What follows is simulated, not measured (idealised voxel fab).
Documented hereafter: the process module known as voxel capacitor over wiring.
For reference, the cross-section in this document is cut, with width 270 nm and square cells of 5 nm.
Bands, listed from the top down, are how a cross-section gets written in this document; the cross-section itself is a grid of square cells, and a band is one or more rows of them. For a band, the entry starts with two heights in nm, that of the top and then that of the bottom, and carries on with the band's materials in order from left to right, each alongside its width in nm; the word "full width" beside a single material means it fills the band edge to edge, and "blank" means empty space. Counting heights begins at 0, where everything beneath is, in the wafer as received, one material. The lowest band has no bottom; it goes on downwards, as "from 0 down" shows. The width entry "30..40" should be interpreted row by row: the top row of cells in the band takes the first number, the bottom row takes the second number, and the change between adjacent rows is uniform throughout. Where a step carries "stayed the same", the cross-section came out of it unchanged, cell for cell. Fully sealed cavities: empty space of 8 cells or more with no open way to the top, each as width x height at its distance from the left edge, in nm. Past the settings on a step's line: simulator remark, on that step. The line of a step may include "overlay nm". On a step with a mask, this value is how far to the right of its planned place the mask lay. A negative value means the mask lay to the left.
**The following list gives the planned process steps**
| 1 | op RECEIVE | material Si |
| 2 | op CONFORMAL_DEP | material SiO2 | thk nm 15 |
| 3 | op CONFORMAL_DEP | material SiN | thk nm 5 |
| 4 | op DIRECTIONAL_DEP | material lowk | thk nm 20 |
| 5 | op DIRECTIONAL_DEP | material aC | thk nm 10 |
| 6 | op PATTERN | tone open | mask id METAL_1 | material resist | width nm 20 | pitch nm 75 | thk nm 30 | overlay nm 0 |
| 7 | op DIRECTIONAL_ETCH | etch materials aC | depth nm 10 |
| 8 | op STRIP | etch materials resist |
| 9 | op DIRECTIONAL_ETCH | etch materials lowk | depth nm 20 |
| 10 | op DIRECTIONAL_ETCH | etch materials SiN | depth nm 5 |
| 11 | op STRIP | etch materials aC |
| 12 | op CONFORMAL_DEP | material TiN | thk nm 5 |
| 13 | op FILL_DEP | material W | thk nm 10 |
| 14 | op CMP | height nm 40 |
| 15 | op EPI | material Ru | thk nm 5 |
| 16 | op FILL_DEP | material SiCN | thk nm 5 |
| 17 | op DIRECTIONAL_DEP | material lowk | thk nm 20 |
| 18 | op DIRECTIONAL_DEP | material aC | thk nm 15 |
| 19 | op PATTERN | tone open | mask id PLUG_1 | material resist | width nm 15 | thk nm 35 | overlay nm 0 |
| 20 | op DIRECTIONAL_ETCH | etch materials aC | depth nm 15 |
| 21 | op STRIP | etch materials resist |
| 22 | op DIRECTIONAL_ETCH | etch materials lowk | depth nm 20 |
| 23 | op DIRECTIONAL_ETCH | etch materials SiCN | depth nm 5 |
| 24 | op STRIP | etch materials aC |
| 25 | op CONFORMAL_DEP | material TiN | thk nm 5 |
| 26 | op FILL_DEP | material W | thk nm 10 |
| 27 | op CMP | height nm 70 |
| 28 | op DIRECTIONAL_DEP | material TiN | thk nm 10 |
| 29 | op DIRECTIONAL_DEP | material SiN | thk nm 5 |
| 30 | op DIRECTIONAL_DEP | material TiN | thk nm 5 |
| 31 | op MASKED_ETCH | tone cover | mask id UPPER_PLATE | width nm 60 | etch materials TiN | depth nm 5 | overlay nm 0 |
| 32 | op MASKED_ETCH | tone cover | mask id UPPER_PLATE | width nm 60 | etch materials SiN | depth nm 5 | overlay nm 0 |
| 33 | op PATTERN | tone cover | mask id LOWER_PLATE | material resist | width nm 70 | thk nm 15 | overlay nm 0 |
| 34 | op DIRECTIONAL_ETCH | etch materials TiN | depth nm 10 |
| 35 | op STRIP | etch materials resist |
| 36 | op FILL_DEP | material SiO2 | thk nm 15 |
| 37 | op CMP | height nm 100 |
| 38 | op DIRECTIONAL_DEP | material aC | thk nm 10 |
| 39 | op PATTERN | tone open | mask id PLUG_2 | material resist | width nm 15 | thk nm 30 | overlay nm 0 |
| 40 | op DIRECTIONAL_ETCH | etch materials aC | depth nm 10 |
| 41 | op STRIP | etch materials resist |
| 42 | op DIRECTIONAL_ETCH | etch materials SiO2 | depth nm 10 |
| 43 | op STRIP | etch materials aC |
| 44 | op CONFORMAL_DEP | material TiN | thk nm 5 |
| 45 | op FILL_DEP | material Ru | thk nm 10 |
| 46 | op CMP | height nm 100 |
| 47 | op CONFORMAL_DEP | material SiN | thk nm 5 |
**Step 1 complete: cross-section of the wafer as received**
from 0 down | Si full width
Fully sealed cavities: none
**Same starting wafer, same plan as above, one mistake in the execution; this is the cross-section at the end of the module**
from 105 to 100 | SiN full width
from 100 to 95 | 105 of SiO2; 5 of TiN; 5 of Ru; 5 of TiN; 150 of SiO2
from 95 to 85 | 105..90 of SiO2; 15..60 of TiN; 150..120 of SiO2
from 85 to 80 | 90 of SiO2; 60 of SiN; 120 of SiO2
from 80 to 70 | 85 of SiO2; 70 of TiN; 115 of SiO2
from 70 to 50 | 90 of lowk; 5 of TiN; 5 of W; 5 of TiN; 165 of lowk
from 50 to 45 | 90 of SiCN; 15 of TiN; 165 of SiCN
from 45 to 40 | 80 of SiCN; 30 of Ru; 45 of SiCN; 30 of Ru; 85 of SiCN
from 40 to 20 | 85 of lowk; 5 of TiN; 10 of W; 5 of TiN; 55 of lowk; 5 of TiN; 10 of W; 5 of TiN; 90 of lowk
from 20 to 15 | 85 of SiN; 20 of TiN; 55 of SiN; 20 of TiN; 90 of SiN
from 15 to 0 | SiO2 full width
from 0 down | Si full width
Fully sealed cavities: none
Error vs. plan: step 39: run off-plan, actual operation and settings op PATTERN | tone open | mask id PLUG_2 | material resist | width nm 15 | thk nm 30 | overlay nm 5
